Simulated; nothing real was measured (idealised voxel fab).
process module | voxel self aligned contacts
For reference, the cross-section in this document is cut, with width 265 nm and square cells of 5 nm.
Cross-sections here: square-cell grids, written as top-down lists of bands, a band being one or more rows of cells. The entry gives the band's vertical extent as a top height and a bottom height in nm, then its horizontal make-up as materials from left to right, each with a width in nm. "empty" stands for empty space; a single material marked "throughout" fills the band edge to edge. Note: height 0 marks the level under which the wafer is uniformly one material as received. Lowest band unbounded below, written "0..down". Per-row width for "30 to 40": begins at first number (top row of band), ends at second number (bottom row), increment between rows held constant. It should be understood that the words "identical to before", when stated for a given step, signify that the cross-section underwent no change in any of its cells during that step. In the "Enclosed void inventory" entry, you get each enclosed empty space of 8 cells or more, one with no open way to the top, written width x height at distance, distance from the left edge, in nm. Text after the settings on a step's line: the simulator's own remark on that step. Steps that use a mask can have "overlay nm" on their line. It says how far the mask sat to the right of where it was meant to be. Negative means to the left.
Process steps - plan:
- 1: RECEIVE (material Si)
- 2: OXIDIZE (depth nm 5)
- 3: DIRECTIONAL_DEP (material polySi; thk nm 30)
- 4: DIRECTIONAL_DEP (material SiN; thk nm 20)
- 5: DIRECTIONAL_DEP (material aC; thk nm 15)
- 6: PATTERN (tone cover; mask id GATE; material resist; width nm 35; pitch nm 70; thk nm 30; overlay nm 0)
- 7: DIRECTIONAL_ETCH (etch materials aC; depth nm 15)
- 8: STRIP (etch materials resist)
- 9: DIRECTIONAL_ETCH (etch materials SiN; depth nm 20)
- 10: DIRECTIONAL_ETCH (etch materials polySi; depth nm 30)
- 11: STRIP (etch materials aC)
- 12: CONFORMAL_DEP (material SiN; thk nm 5)
- 13: DIRECTIONAL_ETCH (etch materials SiN; depth nm 5)
- 14: FILL_DEP (material SiO2; thk nm 10)
- 15: CMP (height nm 55)
- 16: PATTERN (tone open; mask id CONTACT; material resist; width nm 55; thk nm 15; overlay nm 0)
- 17: DIRECTIONAL_ETCH (etch materials SiO2; depth nm 60)
- 18: STRIP (etch materials resist)
- 19: CONFORMAL_DEP (material TiN; thk nm 5)
- 20: FILL_DEP (material Ru; thk nm 10)
- 21: CMP (height nm 55)
- 22: CONFORMAL_DEP (material SiN; thk nm 5)
Incoming wafer, cross-sectional view, post step 1:
- 0..down  Si throughout
- Enclosed void inventory: none
a wafer at the end: this start, this plan, one mistake:
- 60..55  SiN throughout
- 55..35  75 of SiO2  5 of SiN  35 of polySi  5 of SiN  5 of TiN  15 of Ru  5 of TiN  5 of SiN  35 of polySi  5 of SiN  75 of SiO2
- 35..30  75 of SiO2  5 of SiN  35 of polySi  5 of SiN  25 of TiN  5 of SiN  35 of polySi  5 of SiN  75 of SiO2
- 30..0  polySi throughout
- 0..-5  SiO2 throughout
- -5..down  Si throughout
- Enclosed void inventory: none
Processing error: step 3 of the plan was executed twice over
